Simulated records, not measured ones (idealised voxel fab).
process module | voxel released beams
cross-section cut | 300 nm wide | cells 5 nm
A cross-section is a grid of square cells, given in bands from the top down. A band is one or more rows of cells.
Each band's line starts with the height of the band's top and of its bottom, in nm. Then come its materials from left to right, each with its width in nm. One material with "throughout" fills the band from edge to edge. "air" is empty space.
Height 0 is the level under which the wafer as received is all one material. The lowest band goes on downwards, as in "0 down".
A width such as "30 to 40" changes by the same amount from each row of cells to the next, from the band's top row to its bottom row.
"no change" after a step means that no cell of the cross-section changed.
closed voids: empty space of 8 cells or more with no open way to the top, each as width x height at its distance from the left edge, in nm
after a step's settings: what the simulator itself notes on the step
overlay nm, on a step with a mask: how far to the right of its planned place the mask lay; to the left if negative
plan
1 op RECEIVE | material Si
2 op CONFORMAL_DEP | material Al2O3 | thk nm 10
3 op DIRECTIONAL_DEP | material SiO2 | thk nm 10
4 op DIRECTIONAL_DEP | material aC | thk nm 10
5 op PATTERN | tone open | mask id ANCHOR | material resist | width nm 40 | thk nm 25 | overlay nm 0
6 op DIRECTIONAL_ETCH | etch materials aC | depth nm 10
7 op STRIP | etch materials resist
8 op DIRECTIONAL_ETCH | etch materials SiO2 | depth nm 10
9 op STRIP | etch materials aC
10 op CONFORMAL_DEP | material SiN | thk nm 15
11 op DIRECTIONAL_DEP | material aC | thk nm 15
12 op PATTERN | tone cover | mask id BEAM | material resist | width nm 100 | thk nm 30 | overlay nm 0
13 op DIRECTIONAL_ETCH | etch materials aC | depth nm 15
14 op STRIP | etch materials resist
15 op DIRECTIONAL_ETCH | etch materials SiN | depth nm 15
16 op STRIP | etch materials aC
17 op STRIP | etch materials SiO2
as received, after step 1
  0 down: Si throughout
  closed voids: none
a wafer at the end: this start, this plan, one mistake
  40 to 30: air 95 | SiN 20 | air 10 | SiN 70 | air 105
  30 to 25: air 95 | SiN 100 | air 105
  25 to 15: air 100 | SiN 40 | air 160
  15 to 0: Al2O3 throughout
  0 down: Si throughout
  closed voids: none
what went wrong: step 2 ran as: op CONFORMAL_DEP | material Al2O3 | thk nm 15
